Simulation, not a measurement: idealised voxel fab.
The following is a process module called voxel self aligned contacts.
Shown is cross-section cut, with a width of 235 nm and square cells of size 5 nm.
The cross-sections in this document take the form of a grid made of square cells. They are written out as bands, in order from top to bottom. Each band consists of one or more rows of cells.
Read a band's entry like this: the first values are the height of its top and the height of its bottom in nm, and what follows is the sequence of materials from left to right, each with its width in nm. Note that "empty" is empty space, and that a single material marked "all across" reaches across the band from edge to edge.
Below 0: as-received wafer, all one material; heights counted from there. Lowest band: no bottom, goes on down, written "0 and below".
Top row gets the first number, bottom row gets the second, and each row in between changes by the same step: that is how a band width like "30..40" works.
"all unchanged" means the step left every cell of the cross-section as it was.
Look at "Entrapped void list" for the closed voids: empty spaces with no open path to the top, sized 8 cells or up. Each is width x height at distance, distance from the left edge, all nm.
Text after the settings on a step's line: the simulator's own remark on that step.
overlay nm: where the mask lay relative to plan, measured to the right, on steps with a mask; negatives go left.

-- So here's the lineup of process steps we planned
1,RECEIVE: material Si
2,CONFORMAL_DEP: material SiO2, thk nm 5
3,DIRECTIONAL_DEP: material polySi, thk nm 20
4,DIRECTIONAL_DEP: material SiN, thk nm 25
5,MASKED_ETCH: tone cover, mask id GATE, width nm 25, pitch nm 65, etch materials SiN, depth nm 25, overlay nm 0
6,MASKED_ETCH: tone cover, mask id GATE, width nm 25, pitch nm 65, etch materials polySi, depth nm 20, overlay nm 0
7,CONFORMAL_DEP: material SiN, thk nm 10
8,DIRECTIONAL_ETCH: etch materials SiN, depth nm 10
9,FILL_DEP: material SiO2, thk nm 15
10,CMP: height nm 60
11,PATTERN: tone open, mask id CONTACT, material resist, width nm 50, pitch nm 65, thk nm 20, overlay nm 0
12,DIRECTIONAL_ETCH: etch materials SiO2, depth nm 60
13,STRIP: etch materials resist
14,CONFORMAL_DEP: material TiN, thk nm 5
15,FILL_DEP: material Ru, thk nm 10
16,CMP: height nm 60
17,CONFORMAL_DEP: material SiCN, thk nm 5

-- The first of the two wafers, which ran as planned

-- Wafer cross-section on receipt, i.e. after step 1
	0 and below | Si all across
	Entrapped void list: none

-- After step 2, in cross-section
	5 down to 0 | SiO2 all across
	Unchanged below 0.

-- After step 3, in cross-section
	25 down to 5 | polySi all across
	Unchanged below 5.

-- After step 4, in cross-section
	50 down to 25 | SiN all across
	Unchanged below 25.

-- After step 5, in cross-section
	50 down to 25 | 40 nm empty | 25 nm SiN | 40 nm empty | 25 nm SiN | 40 nm empty | 25 nm SiN | 40 nm empty
	Unchanged below 25.

-- After step 6, in cross-section
	50 down to 25 | 40 nm empty | 25 nm SiN | 40 nm empty | 25 nm SiN | 40 nm empty | 25 nm SiN | 40 nm empty
	25 down to 5 | 40 nm empty | 25 nm polySi | 40 nm empty | 25 nm polySi | 40 nm empty | 25 nm polySi | 40 nm empty
	Unchanged below 5.

-- After step 7, in cross-section
	60 down to 25 | 30 nm empty | 45 nm SiN | 20 nm empty | 45 nm SiN | 20 nm empty | 45 nm SiN | 30 nm empty
	25 down to 15 | 30 nm empty | 10 nm SiN | 25 nm polySi | 10 nm SiN | 20 nm empty | 10 nm SiN | 25 nm polySi | 10 nm SiN | 20 nm empty | 10 nm SiN | 25 nm polySi | 10 nm SiN | 30 nm empty
	15 down to 5 | 40 nm SiN | 25 nm polySi | 40 nm SiN | 25 nm polySi | 40 nm SiN | 25 nm polySi | 40 nm SiN
	Unchanged below 5.

-- After step 8, in cross-section
	50 down to 25 | 30 nm empty | 45 nm SiN | 20 nm empty | 45 nm SiN | 20 nm empty | 45 nm SiN | 30 nm empty
	25 down to 5 | 30 nm empty | 10 nm SiN | 25 nm polySi | 10 nm SiN | 20 nm empty | 10 nm SiN | 25 nm polySi | 10 nm SiN | 20 nm empty | 10 nm SiN | 25 nm polySi | 10 nm SiN | 30 nm empty
	Unchanged below 5.

-- After step 9, in cross-section
	65 down to 50 | SiO2 all across
	50 down to 25 | 30 nm SiO2 | 45 nm SiN | 20 nm SiO2 | 45 nm SiN | 20 nm SiO2 | 45 nm SiN | 30 nm SiO2
	25 down to 5 | 30 nm SiO2 | 10 nm SiN | 25 nm polySi | 10 nm SiN | 20 nm SiO2 | 10 nm SiN | 25 nm polySi | 10 nm SiN | 20 nm SiO2 | 10 nm SiN | 25 nm polySi | 10 nm SiN | 30 nm SiO2
	Unchanged below 5.

-- After step 10, in cross-section
	60 down to 50 | SiO2 all across
	Unchanged below 50.

-- After step 11, in cross-section
	80 down to 60 | 60 nm resist | 50 nm empty | 15 nm resist | 50 nm empty | 60 nm resist
	Unchanged below 60.

-- After step 12, in cross-section
	80 down to 60 | 60 nm resist | 50 nm empty | 15 nm resist | 50 nm empty | 60 nm resist
	60 down to 50 | 60 nm SiO2 | 50 nm empty | 15 nm SiO2 | 50 nm empty | 60 nm SiO2
	50 down to 25 | 30 nm SiO2 | 45 nm SiN | 20 nm empty | 45 nm SiN | 20 nm empty | 45 nm SiN | 30 nm SiO2
	25 down to 5 | 30 nm SiO2 | 10 nm SiN | 25 nm polySi | 10 nm SiN | 20 nm empty | 10 nm SiN | 25 nm polySi | 10 nm SiN | 20 nm empty | 10 nm SiN | 25 nm polySi | 10 nm SiN | 30 nm SiO2
	5 down to 0 | 75 nm SiO2 | 20 nm empty | 45 nm SiO2 | 20 nm empty | 75 nm SiO2
	Unchanged below 0.

-- After step 13, in cross-section
	60 down to 50 | 60 nm SiO2 | 50 nm empty | 15 nm SiO2 | 50 nm empty | 60 nm SiO2
	Unchanged below 50.

-- After step 14, in cross-section
	65 down to 60 | 65 nm TiN | 40 nm empty | 25 nm TiN | 40 nm empty | 65 nm TiN
	60 down to 50 | 60 nm SiO2 | 5..20 nm TiN | 40..10 nm empty | 5..20 nm TiN | 15 nm SiO2 | 5..20 nm TiN | 40..10 nm empty | 5..20 nm TiN | 60 nm SiO2
	50 down to 25 | 30 nm SiO2 | 45 nm SiN | 5 nm TiN | 10 nm empty | 5 nm TiN | 45 nm SiN | 5 nm TiN | 10 nm empty | 5 nm TiN | 45 nm SiN | 30 nm SiO2
	25 down to 5 | 30 nm SiO2 | 10 nm SiN | 25 nm polySi | 10 nm SiN | 5 nm TiN | 10 nm empty | 5 nm TiN | 10 nm SiN | 25 nm polySi | 10 nm SiN | 5 nm TiN | 10 nm empty | 5 nm TiN | 10 nm SiN | 25 nm polySi | 10 nm SiN | 30 nm SiO2
	5 down to 0 | 75 nm SiO2 | 20 nm TiN | 45 nm SiO2 | 20 nm TiN | 75 nm SiO2
	Unchanged below 0.

-- After step 15, in cross-section
	75 down to 65 | Ru all across
	65 down to 60 | 65 nm TiN | 40 nm Ru | 25 nm TiN | 40 nm Ru | 65 nm TiN
	60 down to 50 | 60 nm SiO2 | 5..20 nm TiN | 40..10 nm Ru | 5..20 nm TiN | 15 nm SiO2 | 5..20 nm TiN | 40..10 nm Ru | 5..20 nm TiN | 60 nm SiO2
	50 down to 25 | 30 nm SiO2 | 45 nm SiN | 5 nm TiN | 10 nm Ru | 5 nm TiN | 45 nm SiN | 5 nm TiN | 10 nm Ru | 5 nm TiN | 45 nm SiN | 30 nm SiO2
	25 down to 5 | 30 nm SiO2 | 10 nm SiN | 25 nm polySi | 10 nm SiN | 5 nm TiN | 10 nm Ru | 5 nm TiN | 10 nm SiN | 25 nm polySi | 10 nm SiN | 5 nm TiN | 10 nm Ru | 5 nm TiN | 10 nm SiN | 25 nm polySi | 10 nm SiN | 30 nm SiO2
	Unchanged below 5.

-- After step 16, in cross-section
	60 down to 50 | 60 nm SiO2 | 5..20 nm TiN | 40..10 nm Ru | 5..20 nm TiN | 15 nm SiO2 | 5..20 nm TiN | 40..10 nm Ru | 5..20 nm TiN | 60 nm SiO2
	Unchanged below 50.

-- After step 17, in cross-section
	65 down to 60 | SiCN all across
	Unchanged below 60.

-- Wafer two. Identical start, identical plan. One mistake in execution. Identical history through step 10

-- Second wafer shown in cross-section at the time step 11 was slated to end
	80 down to 60 | 60 nm empty | 50 nm resist | 15 nm empty | 50 nm resist | 60 nm empty
	Unchanged below 60.

-- Second wafer shown in cross-section at the time step 12 was slated to end
	80 down to 60 | 60 nm empty | 50 nm resist | 15 nm empty | 50 nm resist | 60 nm empty
	60 down to 50 | 60 nm empty | 50 nm SiO2 | 15 nm empty | 50 nm SiO2 | 60 nm empty
	50 down to 25 | 30 nm empty | 45 nm SiN | 20 nm SiO2 | 45 nm SiN | 20 nm SiO2 | 45 nm SiN | 30 nm empty
	25 down to 5 | 30 nm empty | 10 nm SiN | 25 nm polySi | 10 nm SiN | 20 nm SiO2 | 10 nm SiN | 25 nm polySi | 10 nm SiN | 20 nm SiO2 | 10 nm SiN | 25 nm polySi | 10 nm SiN | 30 nm empty
	5 down to 0 | 30 nm empty | 175 nm SiO2 | 30 nm empty
	Unchanged below 0.

-- Second wafer shown in cross-section at the time step 13 was slated to end
	60 down to 50 | 60 nm empty | 50 nm SiO2 | 15 nm empty | 50 nm SiO2 | 60 nm empty
	Unchanged below 50.

-- Second wafer shown in cross-section at the time step 14 was slated to end
	65 down to 60 | 55 nm empty | 60 nm TiN | 5 nm empty | 60 nm TiN | 55 nm empty
	60 down to 55 | 55 nm empty | 5 nm TiN | 50 nm SiO2 | 5 nm TiN | 5 nm empty | 5 nm TiN | 50 nm SiO2 | 5 nm TiN | 55 nm empty
	55 down to 50 | 25 nm empty | 35 nm TiN | 50 nm SiO2 | 15 nm TiN | 50 nm SiO2 | 35 nm TiN | 25 nm empty
	50 down to 25 | 25 nm empty | 5 nm TiN | 45 nm SiN | 20 nm SiO2 | 45 nm SiN | 20 nm SiO2 | 45 nm SiN | 5 nm TiN | 25 nm empty
	25 down to 5 | 25 nm empty | 5 nm TiN | 10 nm SiN | 25 nm polySi | 10 nm SiN | 20 nm SiO2 | 10 nm SiN | 25 nm polySi | 10 nm SiN | 20 nm SiO2 | 10 nm SiN | 25 nm polySi | 10 nm SiN | 5 nm TiN | 25 nm empty
	5 down to 0 | 30 nm TiN | 175 nm SiO2 | 30 nm TiN
	Unchanged below 0.

-- Second wafer shown in cross-section at the time step 15 was slated to end
	75 down to 65 | Ru all across
	65 down to 60 | 55 nm Ru | 60 nm TiN | 5 nm Ru | 60 nm TiN | 55 nm Ru
	60 down to 55 | 55 nm Ru | 5 nm TiN | 50 nm SiO2 | 5 nm TiN | 5 nm Ru | 5 nm TiN | 50 nm SiO2 | 5 nm TiN | 55 nm Ru
	55 down to 50 | 25 nm Ru | 35 nm TiN | 50 nm SiO2 | 15 nm TiN | 50 nm SiO2 | 35 nm TiN | 25 nm Ru
	50 down to 25 | 25 nm Ru | 5 nm TiN | 45 nm SiN | 20 nm SiO2 | 45 nm SiN | 20 nm SiO2 | 45 nm SiN | 5 nm TiN | 25 nm Ru
	25 down to 5 | 25 nm Ru | 5 nm TiN | 10 nm SiN | 25 nm polySi | 10 nm SiN | 20 nm SiO2 | 10 nm SiN | 25 nm polySi | 10 nm SiN | 20 nm SiO2 | 10 nm SiN | 25 nm polySi | 10 nm SiN | 5 nm TiN | 25 nm Ru
	Unchanged below 5.

-- Second wafer shown in cross-section at the time step 16 was slated to end
	60 down to 55 | 55 nm Ru | 5 nm TiN | 50 nm SiO2 | 5 nm TiN | 5 nm Ru | 5 nm TiN | 50 nm SiO2 | 5 nm TiN | 55 nm Ru
	Unchanged below 55.

-- Second wafer shown in cross-section at the time step 17 was slated to end
	65 down to 60 | SiCN all across
	Unchanged below 60.
It is concluded that the wafer was processed incorrectly with respect to the plan, in that step 11 ran differently from the plan; actual operation with settings: PATTERN: tone cover, mask id CONTACT, material resist, width nm 50, pitch nm 65, thk nm 20, overlay nm 0
At the finish, the second wafer shows more or fewer cells for some materials than the first does: +67 Ru; -54 SiO2; -13 TiN
